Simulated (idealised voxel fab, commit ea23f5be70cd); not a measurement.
Process module in this document: voxel wiring stack
The cross-section shown here is cut; it is 290 nm wide and divided into square cells measuring 5 nm on a side.
For the purposes of this document, a cross-section shall be understood as a grid of square cells, specified as bands listed in top-to-bottom order, each band consisting of one or more rows of cells. Top height, bottom height, nm. Materials left to right, width each, nm. Single material + "throughout" = fills band edge to edge. "empty" = empty. The level at which height equals 0 is the one under which the wafer, as it arrives, is entirely one material. No lower edge exists for the bottom band, which continues downward and is notated as in "0..down". Width: "30->40" (first number = top row, second number = bottom row, same change from row to row of cells). You'll sometimes find "no modifications" written for a step, and that's the way of saying that nowhere in the cross-section did a cell change during that step. Each empty space that has no open way to the top and spans at least 8 cells appears under "Sealed void listing" as width x height at distance, the distance counted from the left edge, all in nm. What comes after the settings on a step's line is commentary from the simulator itself on that step. Regarding "overlay nm": on a step with a mask, it is the distance the mask lay to the right of its planned place; a negative value places it to the left.

### The process steps that were planned are listed below
- 1: op RECEIVE | material Si
- 2: op CONFORMAL_DEP | material SiO2 | thk nm 10
- 3: op CONFORMAL_DEP | material SiN | thk nm 5
- 4: op DIRECTIONAL_DEP | material lowk | thk nm 15
- 5: op MASKED_ETCH | tone open | mask id METAL_1 | width nm 20 | pitch nm 50 | etch materials lowk | depth nm 15 | overlay nm 0
- 6: op MASKED_ETCH | tone open | mask id METAL_1 | width nm 20 | pitch nm 50 | etch materials SiN | depth nm 5 | overlay nm 0
- 7: op CONFORMAL_DEP | material TiN | thk nm 5
- 8: op FILL_DEP | material Cu | thk nm 5
- 9: op CMP | height nm 30
- 10: op CONFORMAL_DEP | material SiCN | thk nm 5
- 11: op DIRECTIONAL_DEP | material SiO2 | thk nm 30
- 12: op PATTERN | tone open | mask id METAL_2_HOLES | material resist | width nm 15 | pitch nm 50 | thk nm 15 | overlay nm 0
- 13: op DIRECTIONAL_ETCH | etch materials SiO2 | depth nm 30
- 14: op STRIP | etch materials resist
- 15: op MASKED_ETCH | tone open | mask id METAL_2 | width nm 20 | pitch nm 50 | etch materials SiO2 | depth nm 15 | overlay nm 0
- 16: op MASKED_ETCH | tone open | mask id METAL_2 | width nm 20 | pitch nm 50 | etch materials SiCN | depth nm 5 | overlay nm 0
- 17: op CONFORMAL_DEP | material TiN | thk nm 5
- 18: op FILL_DEP | material Cu | thk nm 5
- 19: op CMP | height nm 65
- 20: op CONFORMAL_DEP | material SiCN | thk nm 5

### Of two wafers, the first: run according to plan

### As received (post step 1): cross-section
* 0..down: Si throughout
* Sealed void listing: none

### After step 2, in cross-section
* 10..0: SiO2 throughout
* Nothing below the height 0 has changed.

### After step 3, in cross-section
* 15..10: SiN throughout
* Nothing below the height 10 has changed.

### After step 4, in cross-section
* 30..15: lowk throughout
* Nothing below the height 15 has changed.

### After step 5, in cross-section
* 30..15: lowk: 60, then empty: 20, then lowk: 30, then empty: 20, then lowk: 30, then empty: 20, then lowk: 30, then empty: 20, then lowk: 60
* Nothing below the height 15 has changed.

### After step 6, in cross-section
* 30..15: lowk: 60, then empty: 20, then lowk: 30, then empty: 20, then lowk: 30, then empty: 20, then lowk: 30, then empty: 20, then lowk: 60
* 15..10: SiN: 60, then empty: 20, then SiN: 30, then empty: 20, then SiN: 30, then empty: 20, then SiN: 30, then empty: 20, then SiN: 60
* Nothing below the height 10 has changed.

### After step 7, in cross-section
* 35..30: TiN: 65, then empty: 10, then TiN: 40, then empty: 10, then TiN: 40, then empty: 10, then TiN: 40, then empty: 10, then TiN: 65
* 30..15: lowk: 60, then TiN: 5, then empty: 10, then TiN: 5, then lowk: 30, then TiN: 5, then empty: 10, then TiN: 5, then lowk: 30, then TiN: 5, then empty: 10, then TiN: 5, then lowk: 30, then TiN: 5, then empty: 10, then TiN: 5, then lowk: 60
* 15..10: SiN: 60, then TiN: 20, then SiN: 30, then TiN: 20, then SiN: 30, then TiN: 20, then SiN: 30, then TiN: 20, then SiN: 60
* Nothing below the height 10 has changed.

### After step 8, in cross-section
* 40..35: Cu throughout
* 35..30: TiN: 65, then Cu: 10, then TiN: 40, then Cu: 10, then TiN: 40, then Cu: 10, then TiN: 40, then Cu: 10, then TiN: 65
* 30..15: lowk: 60, then TiN: 5, then Cu: 10, then TiN: 5, then lowk: 30, then TiN: 5, then Cu: 10, then TiN: 5, then lowk: 30, then TiN: 5, then Cu: 10, then TiN: 5, then lowk: 30, then TiN: 5, then Cu: 10, then TiN: 5, then lowk: 60
* Nothing below the height 15 has changed.

### After step 9, in cross-section
* 30..15: lowk: 60, then TiN: 5, then Cu: 10, then TiN: 5, then lowk: 30, then TiN: 5, then Cu: 10, then TiN: 5, then lowk: 30, then TiN: 5, then Cu: 10, then TiN: 5, then lowk: 30, then TiN: 5, then Cu: 10, then TiN: 5, then lowk: 60
* Nothing below the height 15 has changed.

### After step 10, in cross-section
* 35..30: SiCN throughout
* Nothing below the height 30 has changed.

### After step 11, in cross-section
* 65..35: SiO2 throughout
* Nothing below the height 35 has changed.

### After step 12, in cross-section
* 80..65: resist: 60, then empty: 15, then resist: 35, then empty: 15, then resist: 35, then empty: 15, then resist: 35, then empty: 15, then resist: 65
* Nothing below the height 65 has changed.

### After step 13, in cross-section
* 80..65: resist: 60, then empty: 15, then resist: 35, then empty: 15, then resist: 35, then empty: 15, then resist: 35, then empty: 15, then resist: 65
* 65..35: SiO2: 60, then empty: 15, then SiO2: 35, then empty: 15, then SiO2: 35, then empty: 15, then SiO2: 35, then empty: 15, then SiO2: 65
* Nothing below the height 35 has changed.

### After step 14, in cross-section
* 65..35: SiO2: 60, then empty: 15, then SiO2: 35, then empty: 15, then SiO2: 35, then empty: 15, then SiO2: 35, then empty: 15, then SiO2: 65
* Nothing below the height 35 has changed.

### After step 15, in cross-section
* 65..50: SiO2: 60, then empty: 20, then SiO2: 30, then empty: 20, then SiO2: 30, then empty: 20, then SiO2: 30, then empty: 20, then SiO2: 60
* Nothing below the height 50 has changed.

### After step 16, in cross-section
* 65..50: SiO2: 60, then empty: 20, then SiO2: 30, then empty: 20, then SiO2: 30, then empty: 20, then SiO2: 30, then empty: 20, then SiO2: 60
* 50..35: SiO2: 60, then empty: 15, then SiO2: 35, then empty: 15, then SiO2: 35, then empty: 15, then SiO2: 35, then empty: 15, then SiO2: 65
* 35..30: SiCN: 60, then empty: 15, then SiCN: 35, then empty: 15, then SiCN: 35, then empty: 15, then SiCN: 35, then empty: 15, then SiCN: 65
* Nothing below the height 30 has changed.

### After step 17, in cross-section
* 70..65: TiN: 65, then empty: 10, then TiN: 40, then empty: 10, then TiN: 40, then empty: 10, then TiN: 40, then empty: 10, then TiN: 65
* 65..55: SiO2: 60, then TiN: 5, then empty: 10, then TiN: 5, then SiO2: 30, then TiN: 5, then empty: 10, then TiN: 5, then SiO2: 30, then TiN: 5, then empty: 10, then TiN: 5, then SiO2: 30, then TiN: 5, then empty: 10, then TiN: 5, then SiO2: 60
* 55..50: SiO2: 60, then TiN: 5, then empty: 5, then TiN: 10, then SiO2: 30, then TiN: 5, then empty: 5, then TiN: 10, then SiO2: 30, then TiN: 5, then empty: 5, then TiN: 10, then SiO2: 30, then TiN: 5, then empty: 5, then TiN: 10, then SiO2: 60
* 50..35: SiO2: 60, then TiN: 5, then empty: 5, then TiN: 5, then SiO2: 35, then TiN: 5, then empty: 5, then TiN: 5, then SiO2: 35, then TiN: 5, then empty: 5, then TiN: 5, then SiO2: 35, then TiN: 5, then empty: 5, then TiN: 5, then SiO2: 65
* 35..30: SiCN: 60, then TiN: 15, then SiCN: 35, then TiN: 15, then SiCN: 35, then TiN: 15, then SiCN: 35, then TiN: 15, then SiCN: 65
* Nothing below the height 30 has changed.

### After step 18, in cross-section
* 75..70: Cu throughout
* 70..65: TiN: 65, then Cu: 10, then TiN: 40, then Cu: 10, then TiN: 40, then Cu: 10, then TiN: 40, then Cu: 10, then TiN: 65
* 65..55: SiO2: 60, then TiN: 5, then Cu: 10, then TiN: 5, then SiO2: 30, then TiN: 5, then Cu: 10, then TiN: 5, then SiO2: 30, then TiN: 5, then Cu: 10, then TiN: 5, then SiO2: 30, then TiN: 5, then Cu: 10, then TiN: 5, then SiO2: 60
* 55..50: SiO2: 60, then TiN: 5, then Cu: 5, then TiN: 10, then SiO2: 30, then TiN: 5, then Cu: 5, then TiN: 10, then SiO2: 30, then TiN: 5, then Cu: 5, then TiN: 10, then SiO2: 30, then TiN: 5, then Cu: 5, then TiN: 10, then SiO2: 60
* 50..35: SiO2: 60, then TiN: 5, then Cu: 5, then TiN: 5, then SiO2: 35, then TiN: 5, then Cu: 5, then TiN: 5, then SiO2: 35, then TiN: 5, then Cu: 5, then TiN: 5, then SiO2: 35, then TiN: 5, then Cu: 5, then TiN: 5, then SiO2: 65
* Nothing below the height 35 has changed.

### After step 19, in cross-section
* 65..55: SiO2: 60, then TiN: 5, then Cu: 10, then TiN: 5, then SiO2: 30, then TiN: 5, then Cu: 10, then TiN: 5, then SiO2: 30, then TiN: 5, then Cu: 10, then TiN: 5, then SiO2: 30, then TiN: 5, then Cu: 10, then TiN: 5, then SiO2: 60
* Nothing below the height 55 has changed.

### After step 20, in cross-section
* 70..65: SiCN throughout
* Nothing below the height 65 has changed.

### Second wafer - shared start and plan with the first - one error in running - same as the first up to step 9 inclusive

### Second wafer, section view, time point: scheduled end of step 10
* 60..30: SiO2 throughout
* Nothing below the height 30 has changed.

### Second wafer, section view, time point: scheduled end of step 11
* 65..60: SiCN throughout
* Nothing below the height 60 has changed.

### Second wafer, section view, time point: scheduled end of step 12
* 80..65: resist: 60, then empty: 15, then resist: 35, then empty: 15, then resist: 35, then empty: 15, then resist: 35, then empty: 15, then resist: 65
* Nothing below the height 65 has changed.

Second wafer, section view, time point: scheduled end of step 13: no modifications

### Second wafer, section view, time point: scheduled end of step 14
* 65..60: SiCN throughout
* Nothing below the height 60 has changed.

Second wafer, section view, time point: scheduled end of step 15: no modifications

### Second wafer, section view, time point: scheduled end of step 16
* 65..60: SiCN: 60, then empty: 20, then SiCN: 30, then empty: 20, then SiCN: 30, then empty: 20, then SiCN: 30, then empty: 20, then SiCN: 60
* Nothing below the height 60 has changed.

### Second wafer, section view, time point: scheduled end of step 17
* 70..65: TiN: 65, then empty: 10, then TiN: 40, then empty: 10, then TiN: 40, then empty: 10, then TiN: 40, then empty: 10, then TiN: 65
* 65..60: SiCN: 60, then TiN: 20, then SiCN: 30, then TiN: 20, then SiCN: 30, then TiN: 20, then SiCN: 30, then TiN: 20, then SiCN: 60
* Nothing below the height 60 has changed.

### Second wafer, section view, time point: scheduled end of step 18
* 75..70: Cu throughout
* 70..65: TiN: 65, then Cu: 10, then TiN: 40, then Cu: 10, then TiN: 40, then Cu: 10, then TiN: 40, then Cu: 10, then TiN: 65
* Nothing below the height 65 has changed.

### Second wafer, section view, time point: scheduled end of step 19
* 65..60: SiCN: 60, then TiN: 20, then SiCN: 30, then TiN: 20, then SiCN: 30, then TiN: 20, then SiCN: 30, then TiN: 20, then SiCN: 60
* Nothing below the height 60 has changed.

### Second wafer, section view, time point: scheduled end of step 20
* 70..65: SiCN throughout
* Nothing below the height 65 has changed.
What was the processing mistake? note: step 10 <-> step 11, run order reversed vs plan
Bottom line after processing is that, in cells, the second wafer is up or down on some materials versus the first: Cu: 32 fewer, SiCN: 4 fewer, SiO2: 84 more, TiN: 48 fewer
